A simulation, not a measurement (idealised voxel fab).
process module | voxel ribs on slabs
cross-section cut | 140 nm wide | cells 5 nm
A cross-section is a grid of square cells, given in bands from the top down. A band is one or more rows of cells.
Each band's line starts with the height of the band's top and of its bottom, in nm. Then come its materials from left to right, each with its width in nm. One material with "throughout" fills the band from edge to edge. "air" is empty space.
Height 0 is the level under which the wafer as received is all one material. The lowest band goes on downwards, as in "0 down".
A width such as "30 to 40" changes by the same amount from each row of cells to the next, from the band's top row to its bottom row.
"no change" after a step means that no cell of the cross-section changed.
closed voids: empty space of 8 cells or more with no open way to the top, each as width x height at its distance from the left edge, in nm
after a step's settings: what the simulator itself notes on the step
overlay nm, on a step with a mask: how far to the right of its planned place the mask lay; to the left if negative
plan
1 op RECEIVE | material Si
2 op DIRECTIONAL_DEP | material SiO2 | thk nm 30
3 op DIRECTIONAL_DEP | material SiN | thk nm 20
4 op MASKED_ETCH | tone cover | mask id RIB | width nm 20 | etch materials SiN | depth nm 5 | overlay nm 0
5 op PATTERN | tone cover | mask id SLAB | material resist | width nm 50 | thk nm 15 | overlay nm 0
6 op DIRECTIONAL_ETCH | etch materials SiN | depth nm 15
7 op STRIP | etch materials resist
8 op FILL_DEP | material SiO2 | thk nm 25
9 op CMP | height nm 65
10 op DIRECTIONAL_DEP | material W | thk nm 10
11 op DIRECTIONAL_DEP | material aC | thk nm 15
12 op PATTERN | tone cover | mask id HEATER | material resist | width nm 30 | thk nm 35 | overlay nm 0
13 op DIRECTIONAL_ETCH | etch materials aC | depth nm 15
14 op STRIP | etch materials resist
15 op DIRECTIONAL_ETCH | etch materials W | depth nm 10
16 op STRIP | etch materials aC
17 op CONFORMAL_DEP | material SiN | thk nm 5
as received, after step 1
  0 down: Si throughout
  closed voids: none
first wafer at the end, as planned
  80 to 75: air 50 | SiN 40 | air 50
  75 to 70: air 50 | SiN 5 | W 30 | SiN 5 | air 50
  70 to 65: SiN 55 | W 30 | SiN 55
  65 to 50: SiO2 throughout
  50 to 45: SiO2 60 | SiN 20 | SiO2 60
  45 to 30: SiO2 45 | SiN 50 | SiO2 45
  30 to 0: SiO2 throughout
  0 down: Si throughout
  closed voids: none
second wafer at the end: like start, like plan, one mistake
  80 to 75: air 50 | SiN 40 | air 50
  75 to 70: air 50 | SiN 5 | W 30 | SiN 5 | air 50
  70 to 65: SiN 55 | W 30 | SiN 55
  65 to 20: SiO2 throughout
  20 to 0: SiN throughout
  0 down: Si throughout
  closed voids: none
what went wrong: steps 2 and 3 were swapped
at the end the second wafer has, in cells: 78 more of SiN | 78 fewer of SiO2
